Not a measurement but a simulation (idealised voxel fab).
voxel self aligned vias: a process module
This is section cut - it's 175 nm across, gridded in 5 nm square cells.
Notation: cross-section as square-cell grid; stated in bands, top first, going down; one or more cell rows per band.
Read a band's entry like this: the first values are the height of its top and the height of its bottom in nm, and what follows is the sequence of materials from left to right, each with its width in nm. Note that "air" is empty space, and that a single material marked "edge to edge" reaches across the band from edge to edge.
Zero point of the height axis is 0; under it, received wafer = one material. Lowest band: continues down indefinitely, "0 nm and below".
The width entry "30->40" should be interpreted row by row: the top row of cells in the band takes the first number, the bottom row takes the second number, and the change between adjacent rows is uniform throughout.
Where a step carries "remains unaltered", the cross-section came out of it unchanged, cell for cell.
Closed-off voids of 8+ cells (no open route to the top) go in "Closed internal voids", written width x height at distance from the left edge, in nm.
Heads up: the bit after the settings on a step's line is the simulator's remark on that step.
overlay nm, on a step with a mask: how far to the right of its planned place the mask lay; to the left if negative
Planned step list for the process:
- 1: RECEIVE: material Si
- 2: CONFORMAL_DEP: material SiO2, thk nm 10
- 3: CONFORMAL_DEP: material SiCN, thk nm 5
- 4: DIRECTIONAL_DEP: material lowk, thk nm 30
- 5: PATTERN: tone open, mask id LINES, material resist, width nm 30, pitch nm 65, thk nm 15, overlay nm 0
- 6: DIRECTIONAL_ETCH: etch materials lowk, depth nm 30
- 7: STRIP: etch materials resist
- 8: CONFORMAL_DEP: material TiN, thk nm 5
- 9: FILL_DEP: material W, thk nm 10
- 10: CMP: height nm 45
- 11: SELECTIVE_ETCH: etch materials W Ru TiN, depth nm 10
- 12: FILL_DEP: material SiN, thk nm 5
- 13: CMP: height nm 45
- 14: DIRECTIONAL_DEP: material lowk, thk nm 20
- 15: PATTERN: tone open, mask id VIAS, material resist, width nm 40, thk nm 20, overlay nm 0
- 16: DIRECTIONAL_ETCH: etch materials lowk, depth nm 20
- 17: DIRECTIONAL_ETCH: etch materials SiN, depth nm 10
- 18: STRIP: etch materials resist
- 19: CONFORMAL_DEP: material TiN, thk nm 5
- 20: FILL_DEP: material Cu, thk nm 10
- 21: CMP: height nm 65
- 22: CONFORMAL_DEP: material SiN, thk nm 5
As received (post step 1): cross-section:
> 0 nm and below  Si edge to edge
> Closed internal voids: none
Result of the module, cross-sectioned: start per above, plan per above, one error in how it was run:
> 70 nm to 65 nm  SiN edge to edge
> 65 nm to 50 nm  lowk 35 nm, TiN 5 nm, Cu 30 nm, TiN 5 nm, lowk 100 nm
> 50 nm to 45 nm  lowk 35 nm, TiN 10 nm, Cu 20 nm, TiN 10 nm, lowk 100 nm
> 45 nm to 40 nm  lowk 40 nm, TiN 5 nm, Cu 20 nm, TiN 5 nm, lowk 35 nm, SiN 30 nm, lowk 40 nm
> 40 nm to 35 nm  lowk 40 nm, TiN 30 nm, lowk 35 nm, SiN 30 nm, lowk 40 nm
> 35 nm to 30 nm  lowk 40 nm, SiN 30 nm, lowk 35 nm, SiN 30 nm, lowk 40 nm
> 30 nm to 20 nm  lowk 40 nm, TiN 5 nm, W 20 nm, TiN 5 nm, lowk 35 nm, TiN 5 nm, W 20 nm, TiN 5 nm, lowk 40 nm
> 20 nm to 15 nm  lowk 40 nm, TiN 30 nm, lowk 35 nm, TiN 30 nm, lowk 40 nm
> 15 nm to 10 nm  SiCN edge to edge
> 10 nm to 0 nm  SiO2 edge to edge
> 0 nm and below  Si edge to edge
> Closed internal voids: none
So what did we get wrong on this run? step 11 was run on a setting that differed from the plan, and what really ran there is SELECTIVE_ETCH: etch materials W Ru TiN, depth nm 15
